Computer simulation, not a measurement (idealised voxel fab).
Documented hereafter: the process module known as voxel wiring stack.
We display cut, a cross-section 190 nm in width whose square cells are each 5 nm.
Cross-section = grid of square cells, listed top down in bands; band = one or more rows. This entry defines a band. It first specifies the height of the band's top and the height of its bottom in nm, and then specifies the band's materials from left to right, stating each material with its width in nm. The word "everywhere" identifies a single material that fills the band from edge to edge, while the word "blank" identifies empty space. Heights are measured from 0, the level below which the as-received wafer is all one material; the lowest band has no bottom and continues downward, written as in "0 nm and below". Top row gets the first number, bottom row gets the second, and each row in between changes by the same step: that is how a band width like "30..40" works. A step reported as "changes: none" is a step in which no cell of the cross-section changed. "Fully closed voids" lists enclosed empty spaces (at least 8 cells, no open path upward to the top), each as width x height at distance from the left edge, in nm. Read whatever lies past the settings on a step's line as the simulator's own remark about the step. The setting "overlay nm" may be written on the line of a step. When the step uses a mask, the value reports how far to the right of the planned place the mask lay, and a negative value reports that it lay to the left.

The steps planned for the process are as follows:
1. op RECEIVE | material Si
2. op CONFORMAL_DEP | material SiO2 | thk nm 10
3. op CONFORMAL_DEP | material SiCN | thk nm 5
4. op DIRECTIONAL_DEP | material lowk | thk nm 20
5. op MASKED_ETCH | tone open | mask id METAL_1 | width nm 25 | pitch nm 40 | etch materials lowk | depth nm 20 | overlay nm 0
6. op MASKED_ETCH | tone open | mask id METAL_1 | width nm 25 | pitch nm 40 | etch materials SiCN | depth nm 5 | overlay nm 0
7. op CONFORMAL_DEP | material TiN | thk nm 5
8. op FILL_DEP | material W | thk nm 10
9. op CMP | height nm 35
10. op CONFORMAL_DEP | material SiCN | thk nm 5
11. op DIRECTIONAL_DEP | material lowk | thk nm 10
12. op PATTERN | tone open | mask id PLUG_1 | material resist | width nm 15 | pitch nm 40 | thk nm 20 | overlay nm 0
13. op DIRECTIONAL_ETCH | etch materials lowk | depth nm 10
14. op DIRECTIONAL_ETCH | etch materials SiCN | depth nm 5
15. op STRIP | etch materials resist
16. op EPI | material Ru | thk nm 10
17. op EPI | material Ru | thk nm 5
18. op CONFORMAL_DEP | material SiCN | thk nm 5
19. op DIRECTIONAL_DEP | material lowk | thk nm 15
20. op DIRECTIONAL_DEP | material aC | thk nm 10
21. op PATTERN | tone open | mask id METAL_2 | material resist | width nm 25 | pitch nm 40 | thk nm 25 | overlay nm -15
22. op DIRECTIONAL_ETCH | etch materials aC | depth nm 10
23. op STRIP | etch materials resist
24. op DIRECTIONAL_ETCH | etch materials lowk | depth nm 15
25. op DIRECTIONAL_ETCH | etch materials SiCN | depth nm 5
26. op STRIP | etch materials aC
27. op CONFORMAL_DEP | material TiN | thk nm 5
28. op FILL_DEP | material Ru | thk nm 10
29. op CMP | height nm 70
30. op EPI | material Ru | thk nm 5
31. op FILL_DEP | material SiCN | thk nm 5
32. op DIRECTIONAL_DEP | material lowk | thk nm 30
33. op MASKED_ETCH | tone open | mask id METAL_3 | width nm 25 | pitch nm 40 | etch materials lowk | depth nm 20 | overlay nm 0
34. op DIRECTIONAL_DEP | material aC | thk nm 15
35. op PATTERN | tone open | mask id METAL_3_HOLES | material resist | width nm 15 | thk nm 35 | overlay nm 0
36. op DIRECTIONAL_ETCH | etch materials aC | depth nm 15
37. op STRIP | etch materials resist
38. op DIRECTIONAL_ETCH | etch materials lowk | depth nm 10
39. op DIRECTIONAL_ETCH | etch materials SiCN | depth nm 5
40. op STRIP | etch materials aC
41. op CONFORMAL_DEP | material TiN | thk nm 5
42. op FILL_DEP | material Ru | thk nm 5
43. op CMP | height nm 110
44. op CONFORMAL_DEP | material SiN | thk nm 5
The plan's step 21 overlay nm is the first wafer's value; the wafers differ in this setting and start identical.

The first of several wafers as received, shown in cross-section; this is its state after step 1:
	0 nm and below = Si everywhere
	Fully closed voids: none

Where each wafer stands at the end of the module, a row apiece: cells of each material gained (+) or lost (-) since it was received, then closed voids:
overlay nm -15 | +71 Ru | +147 SiCN | +38 SiN | +76 SiO2 | +76 TiN | +24 W | +442 lowk | Fully closed voids: none
overlay nm -10 | +71 Ru | +147 SiCN | +38 SiN | +76 SiO2 | +76 TiN | +24 W | +442 lowk | Fully closed voids: none
overlay nm -5 | +71 Ru | +147 SiCN | +38 SiN | +76 SiO2 | +76 TiN | +24 W | +442 lowk | Fully closed voids: none
overlay nm 0 | +71 Ru | +147 SiCN | +38 SiN | +76 SiO2 | +76 TiN | +24 W | +442 lowk | Fully closed voids: none
overlay nm 5 | +71 Ru | +147 SiCN | +38 SiN | +76 SiO2 | +76 TiN | +24 W | +442 lowk | Fully closed voids: none
overlay nm 10 | +71 Ru | +147 SiCN | +38 SiN | +76 SiO2 | +76 TiN | +24 W | +442 lowk | Fully closed voids: none
overlay nm 15 | +71 Ru | +147 SiCN | +38 SiN | +76 SiO2 | +76 TiN | +24 W | +442 lowk | Fully closed voids: none
